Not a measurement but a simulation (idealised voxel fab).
Process module, titled voxel self aligned contacts
We display cut, a cross-section 295 nm in width whose square cells are each 5 nm.
Each cross-section below is a grid of square cells, stated as bands in top-down order, with one or more rows of cells making up each band. Top height, bottom height, nm. Materials left to right, width each, nm. Single material + "edge to edge" = fills band edge to edge. "empty" = empty. Heads up on the height convention: 0 is the point under which the incoming wafer is all one material, and the lowest band has no bottom, it just keeps going down, like "0..down". Graded width ("30->40"): value in top row of band = first number; value in bottom row = second number; row-to-row change constant. What does "changes: none" mean for a step? It means no cell of the cross-section changed in that step. Heads up: "Enclosed cavities" only lists the empty pockets with no open path to the top that are 8 cells or more, and it writes them as width x height at distance, distance from the left edge, in nm. Step line, after settings: the simulator's comment on this step. Regarding "overlay nm": on a step with a mask, it is the distance the mask lay to the right of its planned place; a negative value places it to the left.

Process steps (planned)
step 1: RECEIVE with material Si
step 2: CONFORMAL_DEP with material SiO2, thk nm 5
step 3: DIRECTIONAL_DEP with material polySi, thk nm 20
step 4: DIRECTIONAL_DEP with material SiN, thk nm 25
step 5: DIRECTIONAL_DEP with material aC, thk nm 15
step 6: PATTERN with tone cover, mask id GATE, material resist, width nm 25, pitch nm 65, thk nm 30, overlay nm 0
step 7: DIRECTIONAL_ETCH with etch materials aC, depth nm 15
step 8: STRIP with etch materials resist
step 9: DIRECTIONAL_ETCH with etch materials SiN, depth nm 25
step 10: DIRECTIONAL_ETCH with etch materials polySi, depth nm 20
step 11: STRIP with etch materials aC
step 12: CONFORMAL_DEP with material SiN, thk nm 10
step 13: DIRECTIONAL_ETCH with etch materials SiN, depth nm 10
step 14: FILL_DEP with material SiO2, thk nm 15
step 15: CMP with height nm 60
step 16: DIRECTIONAL_DEP with material aC, thk nm 10
step 17: PATTERN with tone open, mask id CONTACT, material resist, width nm 50, pitch nm 65, thk nm 25, overlay nm 0
step 18: DIRECTIONAL_ETCH with etch materials aC, depth nm 10
step 19: STRIP with etch materials resist
step 20: DIRECTIONAL_ETCH with etch materials SiO2, depth nm 60
step 21: STRIP with etch materials aC
step 22: CONFORMAL_DEP with material TiN, thk nm 5
step 23: FILL_DEP with material Ru, thk nm 10
step 24: CMP with height nm 60
step 25: CONFORMAL_DEP with material SiN, thk nm 5

Step 1 complete: cross-section of the wafer as received
> 0..down: Si edge to edge
> Enclosed cavities: none

Cross-sectional result after module completion. Note: starting condition and plan are unchanged from above; one processing mistake was made
> 65..60: SiN edge to edge
> 60..50: SiO2 (90), then TiN (5->20), then Ru (40->10), then TiN (5->20), then SiO2 (15), then TiN (5->20), then Ru (40->10), then TiN (5->20), then SiO2 (90)
> 50..25: SiO2 (60), then SiN (45), then TiN (5), then Ru (10), then TiN (5), then SiN (45), then TiN (5), then Ru (10), then TiN (5), then SiN (45), then SiO2 (60)
> 25..20: SiO2 (60), then SiN (10), then polySi (25), then SiN (10), then TiN (5), then Ru (10), then TiN (5), then SiN (10), then polySi (25), then SiN (10), then TiN (5), then Ru (10), then TiN (5), then SiN (10), then polySi (25), then SiN (10), then SiO2 (60)
> 20..15: SiO2 (60), then SiN (10), then polySi (25), then SiN (10), then TiN (20), then SiN (10), then polySi (25), then SiN (10), then TiN (20), then SiN (10), then polySi (25), then SiN (10), then SiO2 (60)
> 15..5: SiN (70), then polySi (25), then SiN (40), then polySi (25), then SiN (40), then polySi (25), then SiN (70)
> 5..0: SiO2 edge to edge
> 0..down: Si edge to edge
> Enclosed cavities: none
The mistake made against the process plan was this: steps 12 and 13 were swapped
